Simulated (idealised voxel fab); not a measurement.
A process module follows: voxel transistor to metal.
Pictured: cross-section cut, 215 nm wide, on a grid of 5 nm square cells.
Format of a cross-section: grid, square cells. Given as bands. Order: top down. Band: one or more rows of cells.
Within each band entry, the heights of the top and of the bottom of the band appear first, in that order and in nm; the materials of the band then follow from left to right, each with its corresponding width in nm. The designation "throughout" on a single material indicates that it fills the band from edge to edge; the designation "blank" indicates empty space.
Zero point of the height axis is 0; under it, received wafer = one material. Lowest band: continues down indefinitely, "0..down".
A width given as "30->40" starts at the first number in the band's top row and ends at the second number in its bottom row, shifting by an equal amount at every step from row to row.
"no modifications" means the step left every cell of the cross-section as it was.
Voids not open to the top, 8 cells minimum: see "Enclosed voids". Written width x height at distance; distance is from the left edge; nm.
What comes after the settings on a step's line is commentary from the simulator itself on that step.
A step's line can hold "overlay nm"; with a mask on that step, the setting says how far right of the planned place the mask lay, while a negative setting says it lay to the left.
Everything after this point is organized in pairs: a cross-section before one process step, a cross-section after it that shows only as deep as the lowest changed band, and, under the pair, the intervening step with its settings. Because different runs of this module on the same starting wafer can supply different pairs, a pair continues from the pair above it only if its entry headed "Before the step" says so.
# Before the step
  30..25: SiN 100 nm, blank 15 nm, SiN 100 nm
  25..15: SiCN 95 nm, SiN 5 nm, blank 15 nm, SiN 5 nm, SiCN 95 nm
  15..0: polySi 95 nm, SiN 5 nm, blank 15 nm, SiN 5 nm, polySi 95 nm
  0..-5: polySi 95 nm, SiN 25 nm, polySi 95 nm
  -5..-10: SiO2 throughout
  -10..-35: SiO2 55 nm, Si 105 nm, SiO2 55 nm
  -35..down: Si throughout
  Enclosed voids: none
# Post-Step Geometry
  25..15: SiCN 95 nm, SiN 5 nm, blank 15 nm, SiN 5 nm, SiCN 95 nm
  15..-5: polySi 95 nm, SiN 5 nm, blank 15 nm, SiN 5 nm, polySi 95 nm
  Heights below -5 show no change.
  Enclosed voids: none
the step between: DIRECTIONAL_ETCH [etch materials SiN] [depth nm 5]
Before the step: see the after view in the pair directly above.
# Post-Step Geometry
  25..15: SiCN 95 nm, SiN 5 nm, blank 15 nm, SiN 5 nm, SiCN 95 nm
  15..-5: polySi 95 nm, SiN 5 nm, blank 15 nm, SiN 5 nm, polySi 95 nm
  -5..-10: SiO2 100 nm, blank 15 nm, SiO2 100 nm
  Heights below -10 show no change.
  Enclosed voids: none
the step between: DIRECTIONAL_ETCH [etch materials SiO2] [depth nm 5]
Before the step: see the after view in the pair directly above.
# Post-Step Geometry
  25..15: SiCN 95 nm, SiN 5 nm, blank 15 nm, SiN 5 nm, SiCN 95 nm
  15..-5: polySi 95 nm, SiN 5 nm, blank 15 nm, SiN 5 nm, polySi 95 nm
  -5..-10: SiO2 100 nm, blank 15 nm, SiO2 100 nm
  -10..-25: SiO2 55 nm, Si 45 nm, blank 15 nm, Si 45 nm, SiO2 55 nm
  Heights below -25 show no change.
  Enclosed voids: none
the step between: DIRECTIONAL_ETCH [etch materials Si] [depth nm 15]
Before the step: see the after view in the pair directly above.
# Post-Step Geometry
  25..15: SiCN 95 nm, SiN 5 nm, blank 15 nm, SiN 5 nm, SiCN 95 nm
  15..5: polySi 95 nm, SiN 5 nm, blank 15 nm, SiN 5 nm, polySi 95 nm
  5..-5: polySi 95 nm, SiN 5 nm, SiGe 15 nm, SiN 5 nm, polySi 95 nm
  -5..-10: SiO2 100 nm, SiGe 15 nm, SiO2 100 nm
  -10..-25: SiO2 55 nm, Si 45 nm, SiGe 15 nm, Si 45 nm, SiO2 55 nm
  Heights below -25 show no change.
  Enclosed voids: none
the step between: EPI [material SiGe] [thk nm 15]
Before the step: see the after view in the pair directly above.
# Post-Step Geometry
  35..25: SiO2 throughout
  25..15: SiCN 95 nm, SiN 5 nm, SiO2 15 nm, SiN 5 nm, SiCN 95 nm
  15..5: polySi 95 nm, SiN 5 nm, SiO2 15 nm, SiN 5 nm, polySi 95 nm
  Heights below 5 show no change.
  Enclosed voids: none
the step between: FILL_DEP [material SiO2] [thk nm 10]
Before the step: see the after view in the pair directly above.
# Post-Step Geometry
  15..5: polySi 95 nm, SiN 5 nm, SiO2 15 nm, SiN 5 nm, polySi 95 nm
  Heights below 5 show no change.
  Enclosed voids: none
the step between: CMP [height nm 15]
Before the step: see the after view in the pair directly above.
# Post-Step Geometry
  15..5: blank 95 nm, SiN 5 nm, SiO2 15 nm, SiN 5 nm, blank 95 nm
  5..-5: blank 95 nm, SiN 5 nm, SiGe 15 nm, SiN 5 nm, blank 95 nm
  Heights below -5 show no change.
  Enclosed voids: none
the step between: STRIP [etch materials polySi]
Before the step: see the after view in the pair directly above.
# Post-Step Geometry
  15..10: blank 95 nm, SiN 5 nm, blank 15 nm, SiN 5 nm, blank 95 nm
  10..5: blank 95 nm, SiN 5 nm, SiO2 15 nm, SiN 5 nm, blank 95 nm
  5..-5: blank 95 nm, SiN 5 nm, SiGe 15 nm, SiN 5 nm, blank 95 nm
  -5..-10: blank 100 nm, SiGe 15 nm, blank 100 nm
  Heights below -10 show no change.
  Enclosed voids: none
the step between: SELECTIVE_ETCH [etch materials SiO2] [depth nm 5]
Before the step: see the after view in the pair directly above.
# Post-Step Geometry
  20..15: blank 90 nm, HfO2 15 nm, blank 5 nm, HfO2 15 nm, blank 90 nm
  15..10: blank 90 nm, HfO2 5 nm, SiN 5 nm, HfO2 15 nm, SiN 5 nm, HfO2 5 nm, blank 90 nm
  10..5: blank 90 nm, HfO2 5 nm, SiN 5 nm, SiO2 15 nm, SiN 5 nm, HfO2 5 nm, blank 90 nm
  5..-5: blank 90 nm, HfO2 5 nm, SiN 5 nm, SiGe 15 nm, SiN 5 nm, HfO2 5 nm, blank 90 nm
  -5..-10: HfO2 100 nm, SiGe 15 nm, HfO2 100 nm
  Heights below -10 show no change.
  Enclosed voids: none
the step between: CONFORMAL_DEP [material HfO2] [thk nm 5]
Before the step: see the after view in the pair directly above.
# Post-Step Geometry
  25..20: blank 85 nm, TiN 45 nm, blank 85 nm
  20..15: blank 85 nm, TiN 5 nm, HfO2 15 nm, TiN 5 nm, HfO2 15 nm, TiN 5 nm, blank 85 nm
  15..10: blank 85 nm, TiN 5 nm, HfO2 5 nm, SiN 5 nm, HfO2 15 nm, SiN 5 nm, HfO2 5 nm, TiN 5 nm, blank 85 nm
  10..5: blank 85 nm, TiN 5 nm, HfO2 5 nm, SiN 5 nm, SiO2 15 nm, SiN 5 nm, HfO2 5 nm, TiN 5 nm, blank 85 nm
  5..0: blank 85 nm, TiN 5 nm, HfO2 5 nm, SiN 5 nm, SiGe 15 nm, SiN 5 nm, HfO2 5 nm, TiN 5 nm, blank 85 nm
  0..-5: TiN 90 nm, HfO2 5 nm, SiN 5 nm, SiGe 15 nm, SiN 5 nm, HfO2 5 nm, TiN 90 nm
  Heights below -5 show no change.
  Enclosed voids: none
the step between: CONFORMAL_DEP [material TiN] [thk nm 5]
Before the step: see the after view in the pair directly above.
# Post-Step Geometry
  35..25: W throughout
  25..20: W 85 nm, TiN 45 nm, W 85 nm
  20..15: W 85 nm, TiN 5 nm, HfO2 15 nm, TiN 5 nm, HfO2 15 nm, TiN 5 nm, W 85 nm
  15..10: W 85 nm, TiN 5 nm, HfO2 5 nm, SiN 5 nm, HfO2 15 nm, SiN 5 nm, HfO2 5 nm, TiN 5 nm, W 85 nm
  10..5: W 85 nm, TiN 5 nm, HfO2 5 nm, SiN 5 nm, SiO2 15 nm, SiN 5 nm, HfO2 5 nm, TiN 5 nm, W 85 nm
  5..0: W 85 nm, TiN 5 nm, HfO2 5 nm, SiN 5 nm, SiGe 15 nm, SiN 5 nm, HfO2 5 nm, TiN 5 nm, W 85 nm
  Heights below 0 show no change.
  Enclosed voids: none
the step between: FILL_DEP [material W] [thk nm 10]
Before the step: see the after view in the pair directly above.
# Post-Step Geometry
  10..5: W 85 nm, TiN 5 nm, HfO2 5 nm, SiN 5 nm, SiO2 15 nm, SiN 5 nm, HfO2 5 nm, TiN 5 nm, W 85 nm
  Heights below 5 show no change.
  Enclosed voids: none
the step between: CMP [height nm 10]
Before the step: see the after view in the pair directly above.
# Post-Step Geometry
  25..10: SiO2 throughout
  Heights below 10 show no change.
  Enclosed voids: none
the step between: DIRECTIONAL_DEP [material SiO2] [thk nm 15]
Before the step: see the after view in the pair directly above.
# Post-Step Geometry
  45..25: resist 55 nm, blank 20 nm, resist 65 nm, blank 20 nm, resist 55 nm
  Heights below 25 show no change.
  Enclosed voids: none
the step between: PATTERN [tone open] [mask id CONTACT] [material resist] [width nm 20] [pitch nm 85] [thk nm 20] [overlay nm 0]
Before the step: see the after view in the pair directly above.
# Post-Step Geometry
  45..25: resist 55 nm, blank 20 nm, resist 65 nm, blank 20 nm, resist 55 nm
  25..10: SiO2 55 nm, blank 20 nm, SiO2 65 nm, blank 20 nm, SiO2 55 nm
  Heights below 10 show no change.
  Enclosed voids: none
the step between: DIRECTIONAL_ETCH [etch materials SiO2] [depth nm 35]
Before the step: see the after view in the pair directly above.
# Post-Step Geometry
  25..10: SiO2 55 nm, blank 20 nm, SiO2 65 nm, blank 20 nm, SiO2 55 nm
  Heights below 10 show no change.
  Enclosed voids: none
the step between: STRIP [etch materials resist]
Before the step: see the after view in the pair directly above.
# Post-Step Geometry
  30..25: TiN 60 nm, blank 10 nm, TiN 75 nm, blank 10 nm, TiN 60 nm
  25..15: SiO2 55 nm, TiN 5 nm, blank 10 nm, TiN 5 nm, SiO2 65 nm, TiN 5 nm, blank 10 nm, TiN 5 nm, SiO2 55 nm
  15..10: SiO2 55 nm, TiN 20 nm, SiO2 65 nm, TiN 20 nm, SiO2 55 nm
  Heights below 10 show no change.
  Enclosed voids: none
the step between: CONFORMAL_DEP [material TiN] [thk nm 5]
Before the step: see the after view in the pair directly above.
# Post-Step Geometry
  40..30: W throughout
  30..25: TiN 60 nm, W 10 nm, TiN 75 nm, W 10 nm, TiN 60 nm
  25..15: SiO2 55 nm, TiN 5 nm, W 10 nm, TiN 5 nm, SiO2 65 nm, TiN 5 nm, W 10 nm, TiN 5 nm, SiO2 55 nm
  Heights below 15 show no change.
  Enclosed voids: none
the step between: FILL_DEP [material W] [thk nm 10]
Before the step: see the after view in the pair directly above.
# Post-Step Geometry
  25..15: SiO2 55 nm, TiN 5 nm, W 10 nm, TiN 5 nm, SiO2 65 nm, TiN 5 nm, W 10 nm, TiN 5 nm, SiO2 55 nm
  Heights below 15 show no change.
  Enclosed voids: none
the step between: CMP [height nm 25]
Before the step: see the after view in the pair directly above.
# Post-Step Geometry
  30..25: TiN throughout
  Heights below 25 show no change.
  Enclosed voids: none
the step between: DIRECTIONAL_DEP [material TiN] [thk nm 5]
Before the step: see the after view in the pair directly above.
# Post-Step Geometry
  45..30: Ru throughout
  Heights below 30 show no change.
  Enclosed voids: none
the step between: DIRECTIONAL_DEP [material Ru] [thk nm 15]
Before the step: see the after view in the pair directly above.
# Post-Step Geometry
  65..45: blank 55 nm, resist 20 nm, blank 65 nm, resist 20 nm, blank 55 nm
  Heights below 45 show no change.
  Enclosed voids: none
the step between: PATTERN [tone cover] [mask id METAL_1] [material resist] [width nm 20] [pitch nm 85] [thk nm 20] [overlay nm 0]
Before the step: see the after view in the pair directly above.
# Post-Step Geometry
  65..45: blank 55 nm, resist 20 nm, blank 65 nm, resist 20 nm, blank 55 nm
  45..30: blank 55 nm, Ru 20 nm, blank 65 nm, Ru 20 nm, blank 55 nm
  Heights below 30 show no change.
  Enclosed voids: none
the step between: DIRECTIONAL_ETCH [etch materials Ru] [depth nm 15]
Before the step: see the after view in the pair directly above.
# Post-Step Geometry
  65..45: blank 55 nm, resist 20 nm, blank 65 nm, resist 20 nm, blank 55 nm
  45..30: blank 55 nm, Ru 20 nm, blank 65 nm, Ru 20 nm, blank 55 nm
  30..25: blank 55 nm, TiN 20 nm, blank 65 nm, TiN 20 nm, blank 55 nm
  Heights below 25 show no change.
  Enclosed voids: none
the step between: DIRECTIONAL_ETCH [etch materials TiN] [depth nm 5]
Before the step: see the after view in the pair directly above.
# Post-Step Geometry
  45..30: blank 55 nm, Ru 20 nm, blank 65 nm, Ru 20 nm, blank 55 nm
  Heights below 30 show no change.
  Enclosed voids: none
the step between: STRIP [etch materials resist]
Before the step: see the after view in the pair directly above.
# Post-Step Geometry
  50..45: blank 50 nm, SiCN 30 nm, blank 55 nm, SiCN 30 nm, blank 50 nm
  45..30: blank 50 nm, SiCN 5 nm, Ru 20 nm, SiCN 5 nm, blank 55 nm, SiCN 5 nm, Ru 20 nm, SiCN 5 nm, blank 50 nm
  30..25: SiCN 55 nm, TiN 20 nm, SiCN 65 nm, TiN 20 nm, SiCN 55 nm
  Heights below 25 show no change.
  Enclosed voids: none
the step between: CONFORMAL_DEP [material SiCN] [thk nm 5]
Before the step: see the after view in the pair directly above.
# Post-Step Geometry
  60..50: lowk throughout
  50..45: lowk 50 nm, SiCN 30 nm, lowk 55 nm, SiCN 30 nm, lowk 50 nm
  45..30: lowk 50 nm, SiCN 5 nm, Ru 20 nm, SiCN 5 nm, lowk 55 nm, SiCN 5 nm, Ru 20 nm, SiCN 5 nm, lowk 50 nm
  Heights below 30 show no change.
  Enclosed voids: none
the step between: FILL_DEP [material lowk] [thk nm 10]
Before the step: see the after view in the pair directly above.
# Post-Step Geometry
  45..30: lowk 50 nm, SiCN 5 nm, Ru 20 nm, SiCN 5 nm, lowk 55 nm, SiCN 5 nm, Ru 20 nm, SiCN 5 nm, lowk 50 nm
  Heights below 30 show no change.
  Enclosed voids: none
the step between: CMP [height nm 45]
Before the step: see the after view in the pair directly above.
# Post-Step Geometry
  50..45: SiCN throughout
  Heights below 45 show no change.
  Enclosed voids: none
the step between: CONFORMAL_DEP [material SiCN] [thk nm 5]
